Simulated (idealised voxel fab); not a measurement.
The process module that follows is named voxel transistor to metal.
Displayed cross-section: cut, width of 210 nm, square cells sized 5 nm.
If you're reading a cross-section in this doc, picture square cells in a grid; it comes to you as bands, top ones listed first down to the bottom, and a band can be one or more rows of cells. In this notation a band is specified by the heights of its top and bottom, in that order and in nm, after which its materials appear from left to right, each paired with its width in nm. The word "edge to edge" attached to a single material means that material fills the band from edge to edge; the word "empty" stands for empty space. Heights are reckoned from 0. Under this level, the received wafer is all of one material. The bottommost band is open-ended downward, for example "0 nm and below". A width given as "30 to 40" starts at the first number in the band's top row and ends at the second number in its bottom row, shifting by an equal amount at every step from row to row. Where the words "no alteration" appear for a step, the cross-section shows no cell changed by that step; every cell remained as before. Closed-off voids of 8+ cells (no open route to the top) go in "Sealed void list", written width x height at distance from the left edge, in nm. Read whatever lies past the settings on a step's line as the simulator's own remark about the step. overlay nm: how far to the right of its planned place the mask lay on this masked step (negative: to the left).
**List of planned process steps**
step 1: RECEIVE, material Si
step 2: CONFORMAL_DEP, material SiO2, thk nm 5
step 3: CONFORMAL_DEP, material SiN, thk nm 15
step 4: PATTERN, tone cover, mask id ACTIVE, material resist, width nm 115, thk nm 15, overlay nm 0
step 5: DIRECTIONAL_ETCH, etch materials SiN, depth nm 15
step 6: DIRECTIONAL_ETCH, etch materials SiO2, depth nm 5
step 7: DIRECTIONAL_ETCH, etch materials Si, depth nm 20
step 8: STRIP, etch materials resist
step 9: FILL_DEP, material SiO2, thk nm 10
step 10: CMP, height nm 20
step 11: SELECTIVE_ETCH, etch materials SiO2, depth nm 15
step 12: STRIP, etch materials SiN
step 13: SELECTIVE_ETCH, etch materials SiO2, depth nm 5
step 14: OXIDIZE, depth nm 5
step 15: DIRECTIONAL_DEP, material polySi, thk nm 25
step 16: DIRECTIONAL_DEP, material SiCN, thk nm 10
step 17: PATTERN, tone cover, mask id GATE, material resist, width nm 25, thk nm 20, overlay nm 0
step 18: DIRECTIONAL_ETCH, etch materials SiCN, depth nm 20
step 19: DIRECTIONAL_ETCH, etch materials polySi, depth nm 35
step 20: STRIP, etch materials resist
step 21: CONFORMAL_DEP, material SiO2, thk nm 5
step 22: DIRECTIONAL_ETCH, etch materials SiO2, depth nm 5
step 23: CONFORMAL_DEP, material SiN, thk nm 10
step 24: DIRECTIONAL_ETCH, etch materials SiN, depth nm 10
step 25: DIRECTIONAL_ETCH, etch materials SiO2, depth nm 5
step 26: DIRECTIONAL_ETCH, etch materials Si, depth nm 15
step 27: EPI, material pSi, thk nm 20
step 28: FILL_DEP, material SiO2, thk nm 10
step 29: CMP, height nm 35
step 30: DIRECTIONAL_DEP, material SiO2, thk nm 15
step 31: DIRECTIONAL_DEP, material aC, thk nm 15
step 32: PATTERN, tone open, mask id CONTACT, material resist, width nm 30, pitch nm 65, thk nm 30, overlay nm 0
step 33: DIRECTIONAL_ETCH, etch materials aC, depth nm 15
step 34: STRIP, etch materials resist
step 35: DIRECTIONAL_ETCH, etch materials SiO2, depth nm 35
step 36: STRIP, etch materials aC
step 37: CONFORMAL_DEP, material TiN, thk nm 5
step 38: FILL_DEP, material W, thk nm 10
step 39: CMP, height nm 50
step 40: CONFORMAL_DEP, material SiCN, thk nm 5
step 41: DIRECTIONAL_DEP, material lowk, thk nm 20
step 42: DIRECTIONAL_DEP, material aC, thk nm 10
step 43: PATTERN, tone open, mask id METAL_1, material resist, width nm 15, pitch nm 80, thk nm 30, overlay nm 0
step 44: DIRECTIONAL_ETCH, etch materials aC, depth nm 10
step 45: STRIP, etch materials resist
step 46: DIRECTIONAL_ETCH, etch materials lowk, depth nm 20
step 47: DIRECTIONAL_ETCH, etch materials SiCN, depth nm 5
step 48: STRIP, etch materials aC
step 49: CONFORMAL_DEP, material TiN, thk nm 5
step 50: FILL_DEP, material W, thk nm 10
step 51: CMP, height nm 75
step 52: EPI, material Ru, thk nm 5
step 53: FILL_DEP, material SiCN, thk nm 5
step 54: DIRECTIONAL_DEP, material SiO2, thk nm 30
step 55: PATTERN, tone open, mask id METAL_2, material resist, width nm 15, pitch nm 80, thk nm 20, overlay nm 0
step 56: DIRECTIONAL_ETCH, etch materials SiO2, depth nm 20
step 57: STRIP, etch materials resist
step 58: MASKED_ETCH, tone open, mask id METAL_2_HOLES, width nm 15, pitch nm 80, etch materials SiO2, depth nm 10, overlay nm 0
step 59: MASKED_ETCH, tone open, mask id METAL_2_HOLES, width nm 15, pitch nm 80, etch materials SiCN, depth nm 5, overlay nm 0
step 60: CONFORMAL_DEP, material TiN, thk nm 5
step 61: FILL_DEP, material Cu, thk nm 10
step 62: CMP, height nm 115
step 63: CONFORMAL_DEP, material SiN, thk nm 5
**Wafer as received: cross-section following step 1**
- 0 nm and below | Si edge to edge
- Sealed void list: none
**End state of the module in cross-section, given the above starting point and plan and one mistake in execution**
- 120 nm to 115 nm | SiN edge to edge
- 115 nm to 85 nm | 55 of SiO2, 5 of TiN, 5 of Cu, 5 of TiN, 65 of SiO2, 5 of TiN, 5 of Cu, 5 of TiN, 60 of SiO2
- 85 nm to 80 nm | 55 of SiCN, 15 of TiN, 65 of SiCN, 15 of TiN, 60 of SiCN
- 80 nm to 75 nm | 50 of SiCN, 25 of Ru, 55 of SiCN, 25 of Ru, 55 of SiCN
- 75 nm to 55 nm | 55 of lowk, 5 of TiN, 5 of W, 5 of TiN, 65 of lowk, 5 of TiN, 5 of W, 5 of TiN, 60 of lowk
- 55 nm to 50 nm | 55 of SiCN, 15 of TiN, 65 of SiCN, 15 of TiN, 60 of SiCN
- 50 nm to 40 nm | 55 of SiO2, 5 of TiN, 20 of W, 5 of TiN, 35 of SiO2, 5 of TiN, 20 of W, 5 of TiN, 60 of SiO2
- 40 nm to 35 nm | 55 of SiO2, 5 of TiN, 10 of W, 15 of TiN, 35 of SiO2, 15 of TiN, 10 of W, 5 of TiN, 60 of SiO2
- 35 nm to 30 nm | 55 of SiO2, 20 of TiN, 10 of SiN, 5 of SiO2, 25 of SiCN, 5 of SiO2, 10 of SiN, 20 of TiN, 60 of SiO2
- 30 nm to 25 nm | 75 of SiO2, 10 of SiN, 5 of SiO2, 25 of SiCN, 5 of SiO2, 10 of SiN, 80 of SiO2
- 25 nm to 15 nm | 75 of SiO2, 10 of SiN, 5 of SiO2, 25 of polySi, 5 of SiO2, 10 of SiN, 80 of SiO2
- 15 nm to 0 nm | 55 of SiO2, 20 of pSi, 10 of SiN, 5 of SiO2, 25 of polySi, 5 of SiO2, 10 of SiN, 20 of pSi, 60 of SiO2
- 0 nm to -5 nm | 40 of SiO2, 35 of pSi, 55 of SiO2, 35 of pSi, 45 of SiO2
- -5 nm to -20 nm | 45 of SiO2, 30 of pSi, 55 of Si, 30 of pSi, 50 of SiO2
- -20 nm and below | Si edge to edge
- Sealed void list: none
Short version of what went wrong: step 30 in the plan was executed twice
